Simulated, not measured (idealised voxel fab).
This section sets out a process module, namely voxel plated lines.
Displayed cross-section: cut, width of 200 nm, square cells sized 5 nm.
Think of the cross-section as a grid of square cells. We describe it in bands, top to bottom, and each band covers one or more rows of those cells. Band: top and bottom heights (nm) first, top before bottom; then materials from left to right, widths in nm. "throughout" marks a sole material filling the band edge to edge. "empty" denotes empty space. The level at which height equals 0 is the one under which the wafer, as it arrives, is entirely one material. No lower edge exists for the bottom band, which continues downward and is notated as in "z 0 and below". Think of "30 to 40" as a width that walks from the first number to the second as you go down the band, top row to bottom row, taking equal-sized steps from row to row. Step note "remains unaltered" = no cross-section cell changed. "Fully sealed cavities" lists enclosed empty spaces (at least 8 cells, no open path upward to the top), each as width x height at distance from the left edge, in nm. Anything after a step's settings on that line? It's the simulator's own note about the step. The setting "overlay nm" may be written on the line of a step. When the step uses a mask, the value reports how far to the right of the planned place the mask lay, and a negative value reports that it lay to the left.
The process steps that were planned are listed below
1,RECEIVE [material Si]
2,CONFORMAL_DEP [material SiN] [thk nm 5]
3,DIRECTIONAL_DEP [material TiN] [thk nm 5]
4,PATTERN [tone open] [mask id LINES] [material resist] [width nm 25] [pitch nm 45] [thk nm 35] [overlay nm 0]
5,EPI [material Ru] [thk nm 5]
6,EPI [material Ru] [thk nm 5]
7,EPI [material Ru] [thk nm 10]
8,STRIP [etch materials resist]
9,DIRECTIONAL_ETCH [etch materials TiN] [depth nm 5]
10,CONFORMAL_DEP [material SiO2] [thk nm 10]
Of two wafers, the first: run according to plan
This is the cross-section of the wafer as we received it, i.e. after step 1
	z 0 and below  Si throughout
	Fully sealed cavities: none
Take a look at the wafer's cross-section after step 2
	z 5 to 0  SiN throughout
	Lower than 0, everything is as it was.
Take a look at the wafer's cross-section after step 3
	z 10 to 5  TiN throughout
	Lower than 5, everything is as it was.
Take a look at the wafer's cross-section after step 4
	z 45 to 10  resist 40, then empty 25, then resist 20, then empty 25, then resist 20, then empty 25, then resist 45
	Lower than 10, everything is as it was.
Take a look at the wafer's cross-section after step 5
	z 45 to 15  resist 40, then empty 25, then resist 20, then empty 25, then resist 20, then empty 25, then resist 45
	z 15 to 10  resist 40, then Ru 25, then resist 20, then Ru 25, then resist 20, then Ru 25, then resist 45
	Lower than 10, everything is as it was.
Take a look at the wafer's cross-section after step 6
	z 45 to 20  resist 40, then empty 25, then resist 20, then empty 25, then resist 20, then empty 25, then resist 45
	z 20 to 10  resist 40, then Ru 25, then resist 20, then Ru 25, then resist 20, then Ru 25, then resist 45
	Lower than 10, everything is as it was.
Take a look at the wafer's cross-section after step 7
	z 45 to 30  resist 40, then empty 25, then resist 20, then empty 25, then resist 20, then empty 25, then resist 45
	z 30 to 10  resist 40, then Ru 25, then resist 20, then Ru 25, then resist 20, then Ru 25, then resist 45
	Lower than 10, everything is as it was.
Take a look at the wafer's cross-section after step 8
	z 30 to 10  empty 40, then Ru 25, then empty 20, then Ru 25, then empty 20, then Ru 25, then empty 45
	Lower than 10, everything is as it was.
Take a look at the wafer's cross-section after step 9
	z 30 to 10  empty 40, then Ru 25, then empty 20, then Ru 25, then empty 20, then Ru 25, then empty 45
	z 10 to 5  empty 40, then TiN 25, then empty 20, then TiN 25, then empty 20, then TiN 25, then empty 45
	Lower than 5, everything is as it was.
Take a look at the wafer's cross-section after step 10
	z 40 to 30  empty 30, then SiO2 135, then empty 35
	z 30 to 15  empty 30, then SiO2 10, then Ru 25, then SiO2 20, then Ru 25, then SiO2 20, then Ru 25, then SiO2 10, then empty 35
	z 15 to 10  SiO2 40, then Ru 25, then SiO2 20, then Ru 25, then SiO2 20, then Ru 25, then SiO2 45
	z 10 to 5  SiO2 40, then TiN 25, then SiO2 20, then TiN 25, then SiO2 20, then TiN 25, then SiO2 45
	Lower than 5, everything is as it was.
Companion wafer, the second of two: same beginning, same intended sequence, one mistake in carrying it out; through step 3 inclusive it tracks the first exactly
Cross-section of the second wafer corresponding to the planned conclusion of step 4
	z 45 to 10  empty 40, then resist 25, then empty 20, then resist 25, then empty 20, then resist 25, then empty 45
	Lower than 10, everything is as it was.
Cross-section of the second wafer corresponding to the planned conclusion of step 5
	z 45 to 15  empty 40, then resist 25, then empty 20, then resist 25, then empty 20, then resist 25, then empty 45
	z 15 to 10  Ru 40, then resist 25, then Ru 20, then resist 25, then Ru 20, then resist 25, then Ru 45
	Lower than 10, everything is as it was.
Cross-section of the second wafer corresponding to the planned conclusion of step 6
	z 45 to 20  empty 40, then resist 25, then empty 20, then resist 25, then empty 20, then resist 25, then empty 45
	z 20 to 10  Ru 40, then resist 25, then Ru 20, then resist 25, then Ru 20, then resist 25, then Ru 45
	Lower than 10, everything is as it was.
Cross-section of the second wafer corresponding to the planned conclusion of step 7
	z 45 to 30  empty 40, then resist 25, then empty 20, then resist 25, then empty 20, then resist 25, then empty 45
	z 30 to 10  Ru 40, then resist 25, then Ru 20, then resist 25, then Ru 20, then resist 25, then Ru 45
	Lower than 10, everything is as it was.
Cross-section of the second wafer corresponding to the planned conclusion of step 8
	z 30 to 10  Ru 40, then empty 25, then Ru 20, then empty 25, then Ru 20, then empty 25, then Ru 45
	Lower than 10, everything is as it was.
Cross-section of the second wafer corresponding to the planned conclusion of step 9
	z 30 to 10  Ru 40, then empty 25, then Ru 20, then empty 25, then Ru 20, then empty 25, then Ru 45
	z 10 to 5  TiN 40, then empty 25, then TiN 20, then empty 25, then TiN 20, then empty 25, then TiN 45
	Lower than 5, everything is as it was.
Cross-section of the second wafer corresponding to the planned conclusion of step 10
	z 40 to 30  SiO2 50, then empty 5, then SiO2 40, then empty 5, then SiO2 40, then empty 5, then SiO2 55
	z 30 to 15  Ru 40, then SiO2 10, then empty 5, then SiO2 10, then Ru 20, then SiO2 10, then empty 5, then SiO2 10, then Ru 20, then SiO2 10, then empty 5, then SiO2 10, then Ru 45
	z 15 to 10  Ru 40, then SiO2 25, then Ru 20, then SiO2 25, then Ru 20, then SiO2 25, then Ru 45
	z 10 to 5  TiN 40, then SiO2 25, then TiN 20, then SiO2 25, then TiN 20, then SiO2 25, then TiN 45
	Lower than 5, everything is as it was.
Deviation from plan: step 4 was run on a setting that differed from the plan, and what really ran there is PATTERN [tone cover] [mask id LINES] [material resist] [width nm 25] [pitch nm 45] [thk nm 35] [overlay nm 0]
Once processing is complete, comparing cell counts shows that the second wafer has more or fewer of certain materials than the first: Ru +40, TiN +10
